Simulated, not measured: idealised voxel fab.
The process module presented herein is designated voxel transistor to metal.
FYI the section here is cut, 210 nm wide, cells are 5 nm squares.
We lay out every cross-section as a grid of square cells and spell it out in bands from the top down, where one band means one or more rows of cells. Read a band's entry like this: the first values are the height of its top and the height of its bottom in nm, and what follows is the sequence of materials from left to right, each with its width in nm. Note that "empty" is empty space, and that a single material marked "full width" reaches across the band from edge to edge. Beneath 0, the wafer as received is one material, and that level is where height counting begins. The lowest band goes on downward without a bottom; it is written like "z 0 and below". A width such as "30->40" changes by the same amount from each row of cells to the next, from the band's top row to its bottom row. Where the words "no modification" appear for a step, the cross-section shows no cell changed by that step; every cell remained as before. Basically, "Voids lacking openings" tells you about the enclosed voids: empty spaces with no open way to the top, 8 cells or bigger, each written width x height at distance, where distance is from the left edge, all in nm. What comes after the settings on a step's line is commentary from the simulator itself on that step. overlay nm, on a step with a mask: how far to the right of its planned place the mask lay; to the left if negative.

-- These are the steps we planned for the process
1: RECEIVE,material Si
2: OXIDIZE,depth nm 5
3: CONFORMAL_DEP,material SiN,thk nm 10
4: DIRECTIONAL_DEP,material aC,thk nm 10
5: PATTERN,tone cover,mask id ACTIVE,material resist,width nm 85,thk nm 30,overlay nm 0
6: DIRECTIONAL_ETCH,etch materials aC,depth nm 10
7: STRIP,etch materials resist
8: DIRECTIONAL_ETCH,etch materials SiN,depth nm 10
9: DIRECTIONAL_ETCH,etch materials SiO2,depth nm 5
10: DIRECTIONAL_ETCH,etch materials Si,depth nm 25
11: STRIP,etch materials aC
12: OXIDIZE,depth nm 5
13: FILL_DEP,material SiO2,thk nm 15
14: CMP,height nm 10
15: SELECTIVE_ETCH,etch materials SiO2,depth nm 5
16: STRIP,etch materials SiN
17: SELECTIVE_ETCH,etch materials SiO2,depth nm 5
18: OXIDIZE,depth nm 5
19: DIRECTIONAL_DEP,material polySi,thk nm 25
20: DIRECTIONAL_DEP,material SiCN,thk nm 10
21: DIRECTIONAL_DEP,material aC,thk nm 15
22: PATTERN,tone cover,mask id GATE,material resist,width nm 15,thk nm 35,overlay nm 0
23: DIRECTIONAL_ETCH,etch materials aC,depth nm 15
24: STRIP,etch materials resist
25: DIRECTIONAL_ETCH,etch materials SiCN,depth nm 20
26: DIRECTIONAL_ETCH,etch materials polySi,depth nm 35
27: STRIP,etch materials aC
28: CONFORMAL_DEP,material SiO2,thk nm 5
29: DIRECTIONAL_ETCH,etch materials SiO2,depth nm 5
30: CONFORMAL_DEP,material SiN,thk nm 5
31: DIRECTIONAL_ETCH,etch materials SiN,depth nm 5
32: DIRECTIONAL_ETCH,etch materials SiO2,depth nm 5
33: EPI,material pSi,thk nm 5
34: FILL_DEP,material SiO2,thk nm 10
35: CMP,height nm 30
36: DIRECTIONAL_DEP,material SiO2,thk nm 15
37: PATTERN,tone open,mask id CONTACT,material resist,width nm 15,pitch nm 50,thk nm 20,overlay nm 0
38: DIRECTIONAL_ETCH,etch materials SiO2,depth nm 50
39: STRIP,etch materials resist
40: CONFORMAL_DEP,material TiN,thk nm 5
41: FILL_DEP,material W,thk nm 5
42: CMP,height nm 45
43: CONFORMAL_DEP,material SiN,thk nm 5
44: DIRECTIONAL_DEP,material lowk,thk nm 25
45: DIRECTIONAL_DEP,material aC,thk nm 10
46: PATTERN,tone open,mask id METAL_1,material resist,width nm 15,pitch nm 60,thk nm 25,overlay nm 0
47: DIRECTIONAL_ETCH,etch materials aC,depth nm 10
48: STRIP,etch materials resist
49: DIRECTIONAL_ETCH,etch materials lowk,depth nm 25
50: DIRECTIONAL_ETCH,etch materials SiN,depth nm 5
51: STRIP,etch materials aC
52: CONFORMAL_DEP,material TiN,thk nm 5
53: FILL_DEP,material W,thk nm 10
54: CMP,height nm 75
55: CONFORMAL_DEP,material SiCN,thk nm 5
56: DIRECTIONAL_DEP,material lowk,thk nm 35
57: PATTERN,tone open,mask id METAL_2,material resist,width nm 15,pitch nm 60,thk nm 20,overlay nm 0
58: DIRECTIONAL_ETCH,etch materials lowk,depth nm 20
59: STRIP,etch materials resist
60: PATTERN,tone open,mask id METAL_2_HOLES,material resist,width nm 15,pitch nm 60,thk nm 15,overlay nm 0
61: DIRECTIONAL_ETCH,etch materials lowk,depth nm 15
62: DIRECTIONAL_ETCH,etch materials SiCN,depth nm 5
63: STRIP,etch materials resist
64: CONFORMAL_DEP,material TiN,thk nm 5
65: FILL_DEP,material Cu,thk nm 5
66: CMP,height nm 115
67: CONFORMAL_DEP,material SiN,thk nm 5
Don't read the plan's width nm for step 37 as applying to every wafer: that's the first wafer's value, and the wafers differ in it, though they all start identical.

-- The as-received cross-section of the first of several wafers corresponds to the state after step 1
* z 0 and below: Si full width
* Voids lacking openings: none

-- Quick look at the cross-section of the first of several wafers after step 67, which wraps up the module
* z 120 to 115: SiN full width
* z 115 to 80: 65 of lowk; 5 of TiN; 5 of Cu; 5 of TiN; 45 of lowk; 5 of TiN; 5 of Cu; 5 of TiN; 70 of lowk
* z 80 to 75: 65 of SiCN; 15 of TiN; 45 of SiCN; 15 of TiN; 70 of SiCN
* z 75 to 50: 65 of lowk; 5 of TiN; 5 of W; 5 of TiN; 45 of lowk; 5 of TiN; 5 of W; 5 of TiN; 70 of lowk
* z 50 to 45: 65 of SiN; 15 of TiN; 45 of SiN; 15 of TiN; 70 of SiN
* z 45 to 30: 70 of SiO2; 5 of TiN; 5 of W; 5 of TiN; 35 of SiO2; 5 of TiN; 5 of W; 5 of TiN; 75 of SiO2
* z 30 to 20: 70 of SiO2; 5 of TiN; 5 of W; 5 of TiN; 5 of SiN; 5 of SiO2; 15 of SiCN; 5 of SiO2; 5 of SiN; 5 of TiN; 5 of W; 5 of TiN; 75 of SiO2
* z 20 to 0: 70 of SiO2; 5 of TiN; 5 of W; 5 of TiN; 5 of SiN; 5 of SiO2; 15 of polySi; 5 of SiO2; 5 of SiN; 5 of TiN; 5 of W; 5 of TiN; 75 of SiO2
* z 0 to -5: 60 of SiO2; 5 of SiN; 5 of SiO2; 15 of TiN; 5 of SiN; 5 of SiO2; 15 of polySi; 5 of SiO2; 5 of SiN; 15 of TiN; 5 of SiO2; 5 of SiN; 65 of SiO2
* z -5 to -10: 65 of SiO2; 20 of pSi; 35 of SiO2; 20 of pSi; 70 of SiO2
* z -10 to -35: 65 of SiO2; 75 of Si; 70 of SiO2
* z -35 and below: Si full width
* Voids lacking openings: none

-- Last-wafer cross-section at the end of the module
* z 120 to 115: SiN full width
* z 115 to 80: 65 of lowk; 5 of TiN; 5 of Cu; 5 of TiN; 45 of lowk; 5 of TiN; 5 of Cu; 5 of TiN; 70 of lowk
* z 80 to 75: 65 of SiCN; 15 of TiN; 45 of SiCN; 15 of TiN; 70 of SiCN
* z 75 to 50: 65 of lowk; 5 of TiN; 5 of W; 5 of TiN; 45 of lowk; 5 of TiN; 5 of W; 5 of TiN; 70 of lowk
* z 50 to 45: 65 of SiN; 15 of TiN; 45 of SiN; 15 of TiN; 70 of SiN
* z 45 to 35: 60 of SiO2; 5 of TiN; 25 of W; 5 of TiN; 15 of SiO2; 5 of TiN; 25 of W; 5 of TiN; 65 of SiO2
* z 35 to 30: 60 of SiO2; 5 of TiN; 15 of W; 15 of TiN; 15 of SiO2; 15 of TiN; 15 of W; 5 of TiN; 65 of SiO2
* z 30 to 20: 60 of SiO2; 5 of TiN; 15 of W; 5 of TiN; 5 of SiN; 5 of TiN; 15 of SiCN; 5 of TiN; 5 of SiN; 5 of TiN; 15 of W; 5 of TiN; 65 of SiO2
* z 20 to 5: 60 of SiO2; 5 of TiN; 15 of W; 5 of TiN; 5 of SiN; 5 of TiN; 15 of polySi; 5 of TiN; 5 of SiN; 5 of TiN; 15 of W; 5 of TiN; 65 of SiO2
* z 5 to 0: 60 of SiO2; 10 of TiN; 10 of W; 5 of TiN; 5 of SiN; 5 of TiN; 15 of polySi; 5 of TiN; 5 of SiN; 5 of TiN; 10 of W; 10 of TiN; 65 of SiO2
* z 0 to -5: 60 of SiO2; 5 of SiN; 20 of TiN; 5 of SiN; 5 of TiN; 15 of polySi; 5 of TiN; 5 of SiN; 20 of TiN; 5 of SiN; 65 of SiO2
* z -5 to -10: 65 of SiO2; 20 of pSi; 35 of SiO2; 20 of pSi; 70 of SiO2
* z -10 to -35: 65 of SiO2; 75 of Si; 70 of SiO2
* z -35 and below: Si full width
* Voids lacking openings: none

-- Below: a row per wafer. Contents at end of module: for every material, cells gained since receipt (+) or lost since receipt (-); then closed voids
width nm 15, +14 Cu, -219 Si, +42 SiCN, +94 SiN, +492 SiO2, +102 TiN, +28 W, +432 lowk, +8 pSi, +15 polySi, Voids lacking openings: none
width nm 20, +14 Cu, -219 Si, +42 SiCN, +94 SiN, +479 SiO2, +104 TiN, +39 W, +432 lowk, +8 pSi, +15 polySi, Voids lacking openings: none
width nm 25, +14 Cu, -219 Si, +42 SiCN, +94 SiN, +466 SiO2, +106 TiN, +50 W, +432 lowk, +8 pSi, +15 polySi, Voids lacking openings: none
width nm 30, +14 Cu, -219 Si, +42 SiCN, +94 SiN, +447 SiO2, +115 TiN, +60 W, +432 lowk, +8 pSi, +15 polySi, Voids lacking openings: none
width nm 35, +14 Cu, -219 Si, +42 SiCN, +94 SiN, +428 SiO2, +124 TiN, +70 W, +432 lowk, +8 pSi, +15 polySi, Voids lacking openings: none
